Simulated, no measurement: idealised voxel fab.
The name of this process module is voxel transistor to metal.
In the cross-section labelled cut, the width is 185 nm and each square cell is 5 nm.
This document writes a cross-section as a grid whose cells are square, and gives it as bands, listed from the top down; one or more rows of cells form a band. Read a band's entry like this: the first values are the height of its top and the height of its bottom in nm, and what follows is the sequence of materials from left to right, each with its width in nm. Note that "blank" is empty space, and that a single material marked "all across" reaches across the band from edge to edge. Heads up on the height convention: 0 is the point under which the incoming wafer is all one material, and the lowest band has no bottom, it just keeps going down, like "0 and below". Width spec "30..40" -> top row of cells at first value, bottom row at second value, equal per-row change in between. What does "changes: none" mean for a step? It means no cell of the cross-section changed in that step. Entry "Enclosed cavity list". Content: empty spaces with no open connection to the top, size 8 cells or greater. Each: width x height at distance. Distance: from left edge. Unit: nm. What comes after the settings on a step's line is commentary from the simulator itself on that step. Regarding "overlay nm": on a step with a mask, it is the distance the mask lay to the right of its planned place; a negative value places it to the left.
-- Steps in the process plan
| 1 | op RECEIVE | material Si |
| 2 | op CONFORMAL_DEP | material SiO2 | thk nm 5 |
| 3 | op CONFORMAL_DEP | material SiN | thk nm 10 |
| 4 | op PATTERN | tone cover | mask id ACTIVE | material resist | width nm 95 | thk nm 20 | overlay nm 0 |
| 5 | op DIRECTIONAL_ETCH | etch materials SiN | depth nm 10 |
| 6 | op DIRECTIONAL_ETCH | etch materials SiO2 | depth nm 5 |
| 7 | op DIRECTIONAL_ETCH | etch materials Si | depth nm 35 |
| 8 | op STRIP | etch materials resist |
| 9 | op FILL_DEP | material SiO2 | thk nm 5 |
| 10 | op CMP | height nm 15 |
| 11 | op SELECTIVE_ETCH | etch materials SiO2 | depth nm 10 |
| 12 | op STRIP | etch materials SiN |
| 13 | op SELECTIVE_ETCH | etch materials SiO2 | depth nm 5 |
| 14 | op OXIDIZE | depth nm 5 |
| 15 | op DIRECTIONAL_DEP | material polySi | thk nm 25 |
| 16 | op DIRECTIONAL_DEP | material SiCN | thk nm 10 |
| 17 | op DIRECTIONAL_DEP | material aC | thk nm 10 |
| 18 | op PATTERN | tone cover | mask id GATE | material resist | width nm 25 | thk nm 30 | overlay nm 0 |
| 19 | op DIRECTIONAL_ETCH | etch materials aC | depth nm 10 |
| 20 | op STRIP | etch materials resist |
| 21 | op DIRECTIONAL_ETCH | etch materials SiCN | depth nm 20 |
| 22 | op DIRECTIONAL_ETCH | etch materials polySi | depth nm 35 |
| 23 | op STRIP | etch materials aC |
| 24 | op CONFORMAL_DEP | material SiN | thk nm 5 |
| 25 | op DIRECTIONAL_ETCH | etch materials SiN | depth nm 5 |
| 26 | op DIRECTIONAL_ETCH | etch materials SiO2 | depth nm 5 |
| 27 | op DIRECTIONAL_ETCH | etch materials Si | depth nm 10 |
| 28 | op EPI | material pSi | thk nm 10 |
| 29 | op FILL_DEP | material SiO2 | thk nm 10 |
| 30 | op CMP | height nm 25 |
| 31 | op STRIP | etch materials polySi |
| 32 | op SELECTIVE_ETCH | etch materials SiO2 | depth nm 5 |
| 33 | op CONFORMAL_DEP | material HfO2 | thk nm 5 |
| 34 | op CONFORMAL_DEP | material TiN | thk nm 5 |
| 35 | op FILL_DEP | material W | thk nm 5 |
| 36 | op CMP | height nm 20 |
| 37 | op DIRECTIONAL_DEP | material SiO2 | thk nm 10 |
| 38 | op PATTERN | tone open | mask id CONTACT | material resist | width nm 15 | pitch nm 70 | thk nm 15 | overlay nm 0 |
| 39 | op DIRECTIONAL_ETCH | etch materials SiO2 | depth nm 35 |
| 40 | op STRIP | etch materials resist |
| 41 | op CONFORMAL_DEP | material TiN | thk nm 5 |
| 42 | op FILL_DEP | material Ru | thk nm 5 |
| 43 | op CMP | height nm 30 |
| 44 | op CONFORMAL_DEP | material SiN | thk nm 5 |
| 45 | op DIRECTIONAL_DEP | material SiO2 | thk nm 15 |
| 46 | op PATTERN | tone open | mask id METAL_1 | material resist | width nm 15 | pitch nm 70 | thk nm 20 | overlay nm 0 |
| 47 | op DIRECTIONAL_ETCH | etch materials SiO2 | depth nm 15 |
| 48 | op DIRECTIONAL_ETCH | etch materials SiN | depth nm 5 |
| 49 | op STRIP | etch materials resist |
| 50 | op CONFORMAL_DEP | material TiN | thk nm 5 |
| 51 | op FILL_DEP | material Cu | thk nm 5 |
| 52 | op CMP | height nm 50 |
| 53 | op EPI | material Ru | thk nm 5 |
| 54 | op FILL_DEP | material SiCN | thk nm 5 |
| 55 | op DIRECTIONAL_DEP | material lowk | thk nm 30 |
| 56 | op MASKED_ETCH | tone open | mask id METAL_2 | width nm 15 | pitch nm 70 | etch materials lowk | depth nm 20 | overlay nm 0 |
| 57 | op MASKED_ETCH | tone open | mask id METAL_2_HOLES | width nm 15 | pitch nm 70 | etch materials lowk | depth nm 10 | overlay nm 0 |
| 58 | op MASKED_ETCH | tone open | mask id METAL_2_HOLES | width nm 15 | pitch nm 70 | etch materials SiCN | depth nm 5 | overlay nm 0 |
| 59 | op CONFORMAL_DEP | material TiN | thk nm 5 |
| 60 | op FILL_DEP | material Cu | thk nm 5 |
| 61 | op CMP | height nm 90 |
| 62 | op CONFORMAL_DEP | material SiN | thk nm 5 |
Same starting wafers, different depth nm at step 32. Plan value belongs to the first wafer.
-- Received wafers, first of several: cross-section after step 1
> 0 and below = Si all across
> Enclosed cavity list: none
-- Below: a row per wafer. Contents at end of module: for every material, cells gained since receipt (+) or lost since receipt (-); then closed voids
depth nm 5; +18 Cu; +15 HfO2; +22 Ru; -169 Si; +58 SiCN; +76 SiN; +375 SiO2; +87 TiN; +3 W; +186 lowk; +32 pSi; Enclosed cavity list: none
depth nm 10; +18 Cu; +45 HfO2; +12 Ru; -169 Si; +58 SiCN; +76 SiN; +375 SiO2; +67 TiN; +3 W; +186 lowk; +32 pSi; Enclosed cavity list: none
depth nm 15; +18 Cu; +47 HfO2; +12 Ru; -169 Si; +58 SiCN; +76 SiN; +345 SiO2; +95 TiN; +3 W; +186 lowk; +32 pSi; Enclosed cavity list: none
depth nm 20; +18 Cu; +49 HfO2; +12 Ru; -169 Si; +58 SiCN; +76 SiN; +315 SiO2; +97 TiN; +29 W; +186 lowk; +32 pSi; Enclosed cavity list: none
